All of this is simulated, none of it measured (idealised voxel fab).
Presented below is a process module, voxel gate over fins.
The cross-section on display is named cut; it measures 145 nm wide, and its cells are 5 nm squares.
Cross-section layout: square cells on a grid; listed as bands, top to bottom; a band spans one or more cell rows. Heights first: top, then bottom, in nm. Then materials, left to right, each with a width in nm. "all across" on a single material: fills the band edge to edge. "empty": empty space. Ref level 0: as-received wafer is one material below here. Bottom band extends down with no lower bound ("0..down"). Width: "30->40" (first number = top row, second number = bottom row, same change from row to row of cells). The cross-section has no changed cell in any step marked "no modifications". "Closed void catalog" - sealed voids, min. 8 cells, no opening to top; format: width x height at distance (distance from left edge; nm throughout). Heads up: the bit after the settings on a step's line is the simulator's remark on that step. The line of a step may include "overlay nm". On a step with a mask, this value is how far to the right of its planned place the mask lay. A negative value means the mask lay to the left.

BELOW IS THE LIST OF PLANNED PROCESS STEPS
1) RECEIVE | material Si
2) CONFORMAL_DEP | material SiN | thk nm 10
3) MASKED_ETCH | tone cover | mask id FINS | width nm 15 | pitch nm 45 | etch materials SiN | depth nm 10 | overlay nm 0
4) MASKED_ETCH | tone cover | mask id FINS | width nm 15 | pitch nm 45 | etch materials Si | depth nm 35 | overlay nm 0
5) OXIDIZE | depth nm 5
6) FILL_DEP | material SiO2 | thk nm 10
7) CMP | height nm 10
8) SELECTIVE_ETCH | etch materials SiO2 | depth nm 25
9) STRIP | etch materials SiN
10) CONFORMAL_DEP | material HfO2 | thk nm 5
11) CONFORMAL_DEP | material TiN | thk nm 5
12) CONFORMAL_DEP | material TiAl | thk nm 5
13) CONFORMAL_DEP | material TiN | thk nm 5
14) FILL_DEP | material W | thk nm 10
15) CMP | height nm 25
16) CONFORMAL_DEP | material SiCN | thk nm 10

CROSS-SECTIONAL VIEW OF THE WAFER IN ITS AS-RECEIVED CONDITION, CORRESPONDING TO THE STATE AFTER STEP 1
0..down | Si all across
Closed void catalog: none

END-OF-MODULE XS, FIRST OF TWO WAFERS, RUN AS PLANNED
35..25 | SiCN all across
25..20 | W all across
20..15 | W=5, then TiN=135, then W=5
15..10 | W=5, then TiN=5, then TiAl=35, then TiN=10, then TiAl=35, then TiN=10, then TiAl=35, then TiN=5, then W=5
10..5 | W=5, then TiN=5, then TiAl=5, then TiN=25, then TiAl=5, then TiN=10, then TiAl=5, then TiN=25, then TiAl=5, then TiN=10, then TiAl=5, then TiN=25, then TiAl=5, then TiN=5, then W=5
5..0 | TiN=10, then TiAl=5, then TiN=5, then HfO2=15, then TiN=5, then TiAl=5, then TiN=10, then TiAl=5, then TiN=5, then HfO2=15, then TiN=5, then TiAl=5, then TiN=10, then TiAl=5, then TiN=5, then HfO2=15, then TiN=5, then TiAl=5, then TiN=10
0..-5 | TiAl=15, then TiN=5, then HfO2=5, then Si=5, then HfO2=5, then TiN=5, then TiAl=20, then TiN=5, then HfO2=5, then Si=5, then HfO2=5, then TiN=5, then TiAl=20, then TiN=5, then HfO2=5, then Si=5, then HfO2=5, then TiN=5, then TiAl=15
-5..-10 | TiN=20, then HfO2=5, then Si=5, then HfO2=5, then TiN=30, then HfO2=5, then Si=5, then HfO2=5, then TiN=30, then HfO2=5, then Si=5, then HfO2=5, then TiN=20
-10..-15 | HfO2=25, then Si=5, then HfO2=40, then Si=5, then HfO2=40, then Si=5, then HfO2=25
-15..-40 | SiO2=25, then Si=5, then SiO2=40, then Si=5, then SiO2=40, then Si=5, then SiO2=25
-40..down | Si all across
Closed void catalog: none

SECOND WAFER AT THE END: LIKE START, LIKE PLAN, ONE MISTAKE
35..25 | SiO2 all across
25..20 | W all across
20..15 | W=5, then TiN=135, then W=5
15..10 | W=5, then TiN=5, then TiAl=35, then TiN=10, then TiAl=35, then TiN=10, then TiAl=35, then TiN=5, then W=5
10..5 | W=5, then TiN=5, then TiAl=5, then TiN=25, then TiAl=5, then TiN=10, then TiAl=5, then TiN=25, then TiAl=5, then TiN=10, then TiAl=5, then TiN=25, then TiAl=5, then TiN=5, then W=5
5..0 | TiN=10, then TiAl=5, then TiN=5, then HfO2=15, then TiN=5, then TiAl=5, then TiN=10, then TiAl=5, then TiN=5, then HfO2=15, then TiN=5, then TiAl=5, then TiN=10, then TiAl=5, then TiN=5, then HfO2=15, then TiN=5, then TiAl=5, then TiN=10
0..-5 | TiAl=15, then TiN=5, then HfO2=5, then Si=5, then HfO2=5, then TiN=5, then TiAl=20, then TiN=5, then HfO2=5, then Si=5, then HfO2=5, then TiN=5, then TiAl=20, then TiN=5, then HfO2=5, then Si=5, then HfO2=5, then TiN=5, then TiAl=15
-5..-10 | TiN=20, then HfO2=5, then Si=5, then HfO2=5, then TiN=30, then HfO2=5, then Si=5, then HfO2=5, then TiN=30, then HfO2=5, then Si=5, then HfO2=5, then TiN=20
-10..-15 | HfO2=25, then Si=5, then HfO2=40, then Si=5, then HfO2=40, then Si=5, then HfO2=25
-15..-40 | SiO2=25, then Si=5, then SiO2=40, then Si=5, then SiO2=40, then Si=5, then SiO2=25
-40..down | Si all across
Closed void catalog: none
Deviation from plan: step 16 ran differently from the plan; actual operation with settings: CONFORMAL_DEP | material SiO2 | thk nm 10
Once processing is complete, comparing cell counts shows that the second wafer has more or fewer of certain materials than the first: SiCN -58; SiO2 +58
